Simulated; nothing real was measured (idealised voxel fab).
The following is a process module called voxel transistor to metal.
Cross-section cut spans 170 nm and uses square cells 5 nm in size.
Cross-sections here: square-cell grids, written as top-down lists of bands, a band being one or more rows of cells.
The band entry comprises the height of the band's top followed by the height of its bottom, expressed in nm, and subsequently the band's materials from left to right, each stated together with its width in nm. Where a single material is marked with the word "edge to edge", that material fills the band from edge to edge. The word "air" represents empty space.
Height reference: 0 = level under which incoming wafer is all one material. Lowest band: no bottom, runs on downward, e.g. "0..down".
Graded width ("30 to 40"): value in top row of band = first number; value in bottom row = second number; row-to-row change constant.
Step marked "nothing got changed"? Then no cell in the cross-section changed in it.
If an empty space has no open way to the top and is at least 8 cells in size, "Unvented voids" lists it, written width x height at distance, where distance is measured from the left edge and every value is in nm.
On each step's line, the part that comes after the settings is the simulator's own comment on the step.
overlay nm: on a step with a mask, how far right of its planned place the mask lay; negative means left.
Process steps - plan
1. RECEIVE (material Si)
2. OXIDIZE (depth nm 5)
3. CONFORMAL_DEP (material SiN; thk nm 10)
4. PATTERN (tone cover; mask id ACTIVE; material resist; width nm 95; thk nm 20; overlay nm 0)
5. DIRECTIONAL_ETCH (etch materials SiN; depth nm 10)
6. DIRECTIONAL_ETCH (etch materials SiO2; depth nm 5)
7. DIRECTIONAL_ETCH (etch materials Si; depth nm 35)
8. STRIP (etch materials resist)
9. OXIDIZE (depth nm 5)
10. FILL_DEP (material SiO2; thk nm 15)
11. CMP (height nm 10)
12. SELECTIVE_ETCH (etch materials SiO2; depth nm 10)
13. STRIP (etch materials SiN)
14. SELECTIVE_ETCH (etch materials SiO2; depth nm 5)
15. OXIDIZE (depth nm 5)
16. DIRECTIONAL_DEP (material polySi; thk nm 25)
17. DIRECTIONAL_DEP (material SiCN; thk nm 10)
18. MASKED_ETCH (tone cover; mask id GATE; width nm 25; etch materials SiCN; depth nm 20; overlay nm 0)
19. MASKED_ETCH (tone cover; mask id GATE; width nm 25; etch materials polySi; depth nm 35; overlay nm 0)
20. CONFORMAL_DEP (material SiO2; thk nm 5)
21. DIRECTIONAL_ETCH (etch materials SiO2; depth nm 5)
22. CONFORMAL_DEP (material SiN; thk nm 10)
23. DIRECTIONAL_ETCH (etch materials SiN; depth nm 10)
24. DIRECTIONAL_ETCH (etch materials SiO2; depth nm 5)
25. EPI (material pSi; thk nm 5)
26. FILL_DEP (material SiO2; thk nm 10)
27. CMP (height nm 20)
28. STRIP (etch materials polySi)
29. SELECTIVE_ETCH (etch materials SiO2; depth nm 5)
30. CONFORMAL_DEP (material HfO2; thk nm 5)
31. CONFORMAL_DEP (material TiN; thk nm 5)
32. FILL_DEP (material W; thk nm 10)
33. CMP (height nm 15)
34. DIRECTIONAL_DEP (material SiO2; thk nm 15)
35. MASKED_ETCH (tone open; mask id CONTACT; width nm 15; pitch nm 70; etch materials SiO2; depth nm 35; overlay nm 0)
36. CONFORMAL_DEP (material TiN; thk nm 5)
37. FILL_DEP (material W; thk nm 10)
38. CMP (height nm 30)
39. CONFORMAL_DEP (material SiN; thk nm 5)
40. DIRECTIONAL_DEP (material lowk; thk nm 20)
41. MASKED_ETCH (tone open; mask id METAL_1; width nm 15; pitch nm 70; etch materials lowk; depth nm 20; overlay nm -15)
42. MASKED_ETCH (tone open; mask id METAL_1; width nm 15; pitch nm 70; etch materials SiN; depth nm 5; overlay nm 0)
43. CONFORMAL_DEP (material TiN; thk nm 5)
44. FILL_DEP (material W; thk nm 5)
45. CMP (height nm 55)
46. EPI (material Ru; thk nm 5)
47. FILL_DEP (material SiCN; thk nm 5)
Same starting wafers, different overlay nm at step 41. Plan value belongs to the first wafer.
As-received cross-section, first of several wafers, post step 1
	0..down  Si edge to edge
	Unvented voids: none
Quick look at the cross-section of the first of several wafers after step 47, which wraps up the module
	65..60  SiCN edge to edge
	60..55  SiCN 20  Ru 25  SiCN 45  Ru 25  SiCN 55
	55..40  lowk 25  TiN 5  W 5  TiN 5  lowk 55  TiN 5  W 5  TiN 5  lowk 60
	40..35  lowk 25  TiN 15  lowk 55  TiN 15  lowk 60
	35..30  SiN edge to edge
	30..15  SiO2 40  TiN 5  W 5  TiN 5  SiO2 55  TiN 5  W 5  TiN 5  SiO2 45
	15..0  SiO2 40  TiN 5  W 5  TiN 5  SiN 10  HfO2 5  TiN 5  W 15  TiN 5  HfO2 5  SiN 10  TiN 5  W 5  TiN 5  SiO2 45
	0..-5  SiO2 40  TiN 15  SiN 10  HfO2 5  TiN 25  HfO2 5  SiN 10  TiN 15  SiO2 45
	-5..-10  SiO2 35  pSi 20  SiO2 10  HfO2 35  SiO2 10  pSi 20  SiO2 40
	-10..-45  SiO2 40  Si 85  SiO2 45
	-45..down  Si edge to edge
	Unvented voids: none
Last wafer, end of module, cross-section
	65..60  SiCN edge to edge
	60..55  SiCN 50  Ru 25  SiCN 45  Ru 25  SiCN 25
	55..40  lowk 55  TiN 5  W 5  TiN 5  lowk 55  TiN 5  W 5  TiN 5  lowk 30
	40..35  lowk 55  TiN 15  lowk 55  TiN 15  lowk 30
	35..30  SiN edge to edge
	30..15  SiO2 40  TiN 5  W 5  TiN 5  SiO2 55  TiN 5  W 5  TiN 5  SiO2 45
	15..0  SiO2 40  TiN 5  W 5  TiN 5  SiN 10  HfO2 5  TiN 5  W 15  TiN 5  HfO2 5  SiN 10  TiN 5  W 5  TiN 5  SiO2 45
	0..-5  SiO2 40  TiN 15  SiN 10  HfO2 5  TiN 25  HfO2 5  SiN 10  TiN 15  SiO2 45
	-5..-10  SiO2 35  pSi 20  SiO2 10  HfO2 35  SiO2 10  pSi 20  SiO2 40
	-10..-45  SiO2 40  Si 85  SiO2 45
	-45..down  Si edge to edge
	Unvented voids: none
Rows = wafers. At module end, each row lists per material the cells gained (+) or lost (-) since the wafer was received, then the closed voids
overlay nm -15, +15 HfO2, +10 Ru, -187 Si, +58 SiCN, +50 SiN, +290 SiO2, +59 TiN, +27 W, +112 lowk, +8 pSi, Unvented voids: none
overlay nm -10, +15 HfO2, +10 Ru, -187 Si, +58 SiCN, +48 SiN, +290 SiO2, +61 TiN, +27 W, +112 lowk, +8 pSi, Unvented voids: none
overlay nm -5, +15 HfO2, +10 Ru, -187 Si, +58 SiCN, +46 SiN, +290 SiO2, +63 TiN, +27 W, +112 lowk, +8 pSi, Unvented voids: none
overlay nm 0, +15 HfO2, +10 Ru, -187 Si, +58 SiCN, +44 SiN, +290 SiO2, +63 TiN, +29 W, +112 lowk, +8 pSi, Unvented voids: none
overlay nm 5, +15 HfO2, +10 Ru, -187 Si, +58 SiCN, +46 SiN, +290 SiO2, +63 TiN, +27 W, +112 lowk, +8 pSi, Unvented voids: none
overlay nm 10, +15 HfO2, +10 Ru, -187 Si, +58 SiCN, +48 SiN, +290 SiO2, +61 TiN, +27 W, +112 lowk, +8 pSi, Unvented voids: none
overlay nm 15, +15 HfO2, +10 Ru, -187 Si, +58 SiCN, +50 SiN, +290 SiO2, +59 TiN, +27 W, +112 lowk, +8 pSi, Unvented voids: none
